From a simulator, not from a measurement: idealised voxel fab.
Process module heading - voxel gate over fins
It is cross-section cut that appears here, measuring 150 nm in width, its square cells being 5 nm in size.
Format of a cross-section: grid, square cells. Given as bands. Order: top down. Band: one or more rows of cells. Basically the band line says how high the top is and how high the bottom is, in nm, and then what's in it from left to right, every material with its width in nm. Empty space shows up as "blank", and if a single material carries "everywhere" it runs the full band edge to edge. Height reference: 0 = level under which incoming wafer is all one material. Lowest band: no bottom, runs on downward, e.g. "top 0, no bottom". Width "30->40": first value at the band's top row of cells, second value at its bottom row, equal change from row to row. When a step is marked "stayed the same", none of the cells in the cross-section changed during that step. For the entry "Enclosed void listing", the listed items are empty spaces with no open way to the top whose size is 8 cells or more; each item follows the pattern width x height at distance, where distance is from the left edge and all three are in nm. Note: text after step settings on the step line = simulator remark on that step. The line of a step may include "overlay nm". On a step with a mask, this value is how far to the right of its planned place the mask lay. A negative value means the mask lay to the left.

Plan:
step 1: RECEIVE | material Si
step 2: CONFORMAL_DEP | material SiN | thk nm 10
step 3: DIRECTIONAL_DEP | material aC | thk nm 10
step 4: PATTERN | tone cover | mask id FINS | material resist | width nm 15 | pitch nm 35 | thk nm 25 | overlay nm 0
step 5: DIRECTIONAL_ETCH | etch materials aC | depth nm 10
step 6: STRIP | etch materials resist
step 7: DIRECTIONAL_ETCH | etch materials SiN | depth nm 10
step 8: DIRECTIONAL_ETCH | etch materials Si | depth nm 35
step 9: STRIP | etch materials aC
step 10: FILL_DEP | material SiO2 | thk nm 10
step 11: CMP | height nm 10
step 12: SELECTIVE_ETCH | etch materials SiO2 | depth nm 20
step 13: STRIP | etch materials SiN
step 14: CONFORMAL_DEP | material HfO2 | thk nm 5
step 15: CONFORMAL_DEP | material TiN | thk nm 5
step 16: FILL_DEP | material W | thk nm 15
step 17: CMP | height nm 20
step 18: CONFORMAL_DEP | material SiCN | thk nm 5

Below: the first of two wafers, run as planned:

As received (post step 1): cross-section:
> top 0, no bottom = Si everywhere
> Enclosed void listing: none

State of the wafer after step 2, shown in cross-section:
> top 10, bottom 0 = SiN everywhere
> Heights below 0 show no change.

State of the wafer after step 3, shown in cross-section:
> top 20, bottom 10 = aC everywhere
> Heights below 10 show no change.

State of the wafer after step 4, shown in cross-section:
> top 45, bottom 20 = 15 blank, 15 resist, 20 blank, 15 resist, 20 blank, 15 resist, 20 blank, 15 resist, 15 blank
> Heights below 20 show no change.

State of the wafer after step 5, shown in cross-section:
> top 35, bottom 20 = 15 blank, 15 resist, 20 blank, 15 resist, 20 blank, 15 resist, 20 blank, 15 resist, 15 blank
> top 20, bottom 10 = 15 blank, 15 aC, 20 blank, 15 aC, 20 blank, 15 aC, 20 blank, 15 aC, 15 blank
> Heights below 10 show no change.

State of the wafer after step 6, shown in cross-section:
> top 20, bottom 10 = 15 blank, 15 aC, 20 blank, 15 aC, 20 blank, 15 aC, 20 blank, 15 aC, 15 blank
> Heights below 10 show no change.

State of the wafer after step 7, shown in cross-section:
> top 20, bottom 10 = 15 blank, 15 aC, 20 blank, 15 aC, 20 blank, 15 aC, 20 blank, 15 aC, 15 blank
> top 10, bottom 0 = 15 blank, 15 SiN, 20 blank, 15 SiN, 20 blank, 15 SiN, 20 blank, 15 SiN, 15 blank
> Heights below 0 show no change.

State of the wafer after step 8, shown in cross-section:
> top 20, bottom 10 = 15 blank, 15 aC, 20 blank, 15 aC, 20 blank, 15 aC, 20 blank, 15 aC, 15 blank
> top 10, bottom 0 = 15 blank, 15 SiN, 20 blank, 15 SiN, 20 blank, 15 SiN, 20 blank, 15 SiN, 15 blank
> top 0, bottom -35 = 15 blank, 15 Si, 20 blank, 15 Si, 20 blank, 15 Si, 20 blank, 15 Si, 15 blank
> Heights below -35 show no change.

State of the wafer after step 9, shown in cross-section:
> top 10, bottom 0 = 15 blank, 15 SiN, 20 blank, 15 SiN, 20 blank, 15 SiN, 20 blank, 15 SiN, 15 blank
> Heights below 0 show no change.

State of the wafer after step 10, shown in cross-section:
> top 20, bottom 10 = SiO2 everywhere
> top 10, bottom 0 = 15 SiO2, 15 SiN, 20 SiO2, 15 SiN, 20 SiO2, 15 SiN, 20 SiO2, 15 SiN, 15 SiO2
> top 0, bottom -35 = 15 SiO2, 15 Si, 20 SiO2, 15 Si, 20 SiO2, 15 Si, 20 SiO2, 15 Si, 15 SiO2
> Heights below -35 show no change.

State of the wafer after step 11, shown in cross-section:
> top 10, bottom 0 = 15 SiO2, 15 SiN, 20 SiO2, 15 SiN, 20 SiO2, 15 SiN, 20 SiO2, 15 SiN, 15 SiO2
> Heights below 0 show no change.

State of the wafer after step 12, shown in cross-section:
> top 10, bottom 0 = 15 blank, 15 SiN, 20 blank, 15 SiN, 20 blank, 15 SiN, 20 blank, 15 SiN, 15 blank
> top 0, bottom -10 = 15 blank, 15 Si, 20 blank, 15 Si, 20 blank, 15 Si, 20 blank, 15 Si, 15 blank
> Heights below -10 show no change.

State of the wafer after step 13, shown in cross-section:
> top 0, bottom -10 = 15 blank, 15 Si, 20 blank, 15 Si, 20 blank, 15 Si, 20 blank, 15 Si, 15 blank
> Heights below -10 show no change.

State of the wafer after step 14, shown in cross-section:
> top 5, bottom 0 = 10 blank, 25 HfO2, 10 blank, 25 HfO2, 10 blank, 25 HfO2, 10 blank, 25 HfO2, 10 blank
> top 0, bottom -5 = 10 blank, 5 HfO2, 15 Si, 5 HfO2, 10 blank, 5 HfO2, 15 Si, 5 HfO2, 10 blank, 5 HfO2, 15 Si, 5 HfO2, 10 blank, 5 HfO2, 15 Si, 5 HfO2, 10 blank
> top -5, bottom -10 = 15 HfO2, 15 Si, 20 HfO2, 15 Si, 20 HfO2, 15 Si, 20 HfO2, 15 Si, 15 HfO2
> Heights below -10 show no change.

State of the wafer after step 15, shown in cross-section:
> top 10, bottom 5 = 5 blank, 140 TiN, 5 blank
> top 5, bottom 0 = 5 blank, 5 TiN, 25 HfO2, 10 TiN, 25 HfO2, 10 TiN, 25 HfO2, 10 TiN, 25 HfO2, 5 TiN, 5 blank
> top 0, bottom -5 = 10 TiN, 5 HfO2, 15 Si, 5 HfO2, 10 TiN, 5 HfO2, 15 Si, 5 HfO2, 10 TiN, 5 HfO2, 15 Si, 5 HfO2, 10 TiN, 5 HfO2, 15 Si, 5 HfO2, 10 TiN
> Heights below -5 show no change.

State of the wafer after step 16, shown in cross-section:
> top 25, bottom 10 = W everywhere
> top 10, bottom 5 = 5 W, 140 TiN, 5 W
> top 5, bottom 0 = 5 W, 5 TiN, 25 HfO2, 10 TiN, 25 HfO2, 10 TiN, 25 HfO2, 10 TiN, 25 HfO2, 5 TiN, 5 W
> Heights below 0 show no change.

State of the wafer after step 17, shown in cross-section:
> top 20, bottom 10 = W everywhere
> Heights below 10 show no change.

State of the wafer after step 18, shown in cross-section:
> top 25, bottom 20 = SiCN everywhere
> Heights below 20 show no change.

Regarding the second of the two wafers: it shared the first wafer's starting condition and process plan, yet one error occurred during its execution. Its history coincides with that of the first wafer up to and including step 13:

Cross-section: second wafer, time at which step 14 was scheduled to end: stayed the same

Cross-section: second wafer, time at which step 15 was scheduled to end:
> top 5, bottom 0 = 10 blank, 25 TiN, 10 blank, 25 TiN, 10 blank, 25 TiN, 10 blank, 25 TiN, 10 blank
> top 0, bottom -5 = 10 blank, 5 TiN, 15 Si, 5 TiN, 10 blank, 5 TiN, 15 Si, 5 TiN, 10 blank, 5 TiN, 15 Si, 5 TiN, 10 blank, 5 TiN, 15 Si, 5 TiN, 10 blank
> top -5, bottom -10 = 15 TiN, 15 Si, 20 TiN, 15 Si, 20 TiN, 15 Si, 20 TiN, 15 Si, 15 TiN
> Heights below -10 show no change.

Cross-section: second wafer, time at which step 16 was scheduled to end:
> top 20, bottom 5 = W everywhere
> top 5, bottom 0 = 10 W, 25 TiN, 10 W, 25 TiN, 10 W, 25 TiN, 10 W, 25 TiN, 10 W
> top 0, bottom -5 = 10 W, 5 TiN, 15 Si, 5 TiN, 10 W, 5 TiN, 15 Si, 5 TiN, 10 W, 5 TiN, 15 Si, 5 TiN, 10 W, 5 TiN, 15 Si, 5 TiN, 10 W
> Heights below -5 show no change.

Cross-section: second wafer, time at which step 17 was scheduled to end: stayed the same

Cross-section: second wafer, time at which step 18 was scheduled to end:
> top 25, bottom 20 = SiCN everywhere
> Heights below 20 show no change.
Processing error: step 14 of the plan did not run at all; it was left out
Once processing is complete, comparing cell counts shows that the second wafer has more or fewer of certain materials than the first: -46 HfO2; +46 W
